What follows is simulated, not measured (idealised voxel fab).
Documented hereafter: the process module known as voxel capacitor over wiring.
Displayed cross-section: cut, width of 235 nm, square cells sized 5 nm.
Cross-sections here: square-cell grids, written as top-down lists of bands, a band being one or more rows of cells. Basically the band line says how high the top is and how high the bottom is, in nm, and then what's in it from left to right, every material with its width in nm. Empty space shows up as "blank", and if a single material carries "everywhere" it runs the full band edge to edge. Basically, 0 is our baseline, since under it the wafer straight out of the box is all one material. The bottom band has no lower end and keeps on going down, so it looks like "0 -> down". You'd read "30 to 40" like this: the band's top row of cells is as wide as the first number, its bottom row is as wide as the second, and going down, every row changes width by the same amount as the row before did. "remains unaltered" after a step means that no cell of the cross-section changed. "Closed empty spaces" lists enclosed empty spaces (at least 8 cells, no open path upward to the top), each as width x height at distance from the left edge, in nm. If you see something after the settings on a step's line, that's the simulator's own remark about that step. What "overlay nm" on a step's line means: if the step has a mask, that mask lay this far to the right of its planned place, or, when the value is negative, to the left.

-- Process steps foreseen in the plan
1 RECEIVE, material Si
2 CONFORMAL_DEP, material SiO2, thk nm 10
3 DIRECTIONAL_DEP, material TiN, thk nm 5
4 DIRECTIONAL_DEP, material Ru, thk nm 20
5 MASKED_ETCH, tone cover, mask id METAL_1, width nm 25, pitch nm 75, etch materials Ru, depth nm 20, overlay nm 0
6 MASKED_ETCH, tone cover, mask id METAL_1, width nm 25, pitch nm 75, etch materials TiN, depth nm 5, overlay nm 0
7 FILL_DEP, material lowk, thk nm 5
8 CMP, height nm 35
9 CONFORMAL_DEP, material SiCN, thk nm 5
10 DIRECTIONAL_DEP, material SiO2, thk nm 10
11 PATTERN, tone open, mask id PLUG_1, material resist, width nm 15, thk nm 20, overlay nm 0
12 DIRECTIONAL_ETCH, etch materials SiO2, depth nm 10
13 DIRECTIONAL_ETCH, etch materials SiCN, depth nm 5
14 STRIP, etch materials resist
15 CONFORMAL_DEP, material TiN, thk nm 5
16 FILL_DEP, material Ru, thk nm 5
17 CMP, height nm 50
18 DIRECTIONAL_DEP, material TiN, thk nm 10
19 DIRECTIONAL_DEP, material SiN, thk nm 5
20 DIRECTIONAL_DEP, material TiN, thk nm 10
21 MASKED_ETCH, tone cover, mask id UPPER_PLATE, width nm 55, etch materials TiN, depth nm 10, overlay nm 0
22 MASKED_ETCH, tone cover, mask id UPPER_PLATE, width nm 55, etch materials SiN, depth nm 5, overlay nm 0
23 PATTERN, tone cover, mask id LOWER_PLATE, material resist, width nm 65, thk nm 20, overlay nm 0
24 DIRECTIONAL_ETCH, etch materials TiN, depth nm 10
25 STRIP, etch materials resist
26 FILL_DEP, material SiO2, thk nm 15
27 CMP, height nm 85
28 PATTERN, tone open, mask id PLUG_2, material resist, width nm 15, thk nm 15, overlay nm 0
29 DIRECTIONAL_ETCH, etch materials SiO2, depth nm 10
30 STRIP, etch materials resist
31 CONFORMAL_DEP, material TiN, thk nm 5
32 FILL_DEP, material Ru, thk nm 5
33 CMP, height nm 85
34 CONFORMAL_DEP, material SiN, thk nm 5

-- Cross-sectional view of the wafer in its as-received condition, corresponding to the state after step 1
  0 -> down: Si everywhere
  Closed empty spaces: none

-- Look at the cross-section after the module: the wafer started out the way shown above and the plan was the one shown above, yet one mistake was made along the way
  90 -> 85: SiN everywhere
  85 -> 80: 85 SiO2; 5 TiN; 5 Ru; 5 TiN; 135 SiO2
  80 -> 75: 85 SiO2; 15 TiN; 135 SiO2
  75 -> 70: SiO2 everywhere
  70 -> 60: 75 SiO2; 55 TiN; 105 SiO2
  60 -> 50: 70 SiO2; 65 TiN; 100 SiO2
  50 -> 40: 75 SiO2; 5 TiN; 5 Ru; 5 TiN; 145 SiO2
  40 -> 35: 75 SiCN; 15 TiN; 145 SiCN
  35 -> 15: 65 lowk; 25 Ru; 50 lowk; 25 Ru; 70 lowk
  15 -> 10: 65 lowk; 25 TiN; 50 lowk; 25 TiN; 70 lowk
  10 -> 0: SiO2 everywhere
  0 -> down: Si everywhere
  Closed empty spaces: none
Which mistake was made when the wafer was run? step 19 was left out
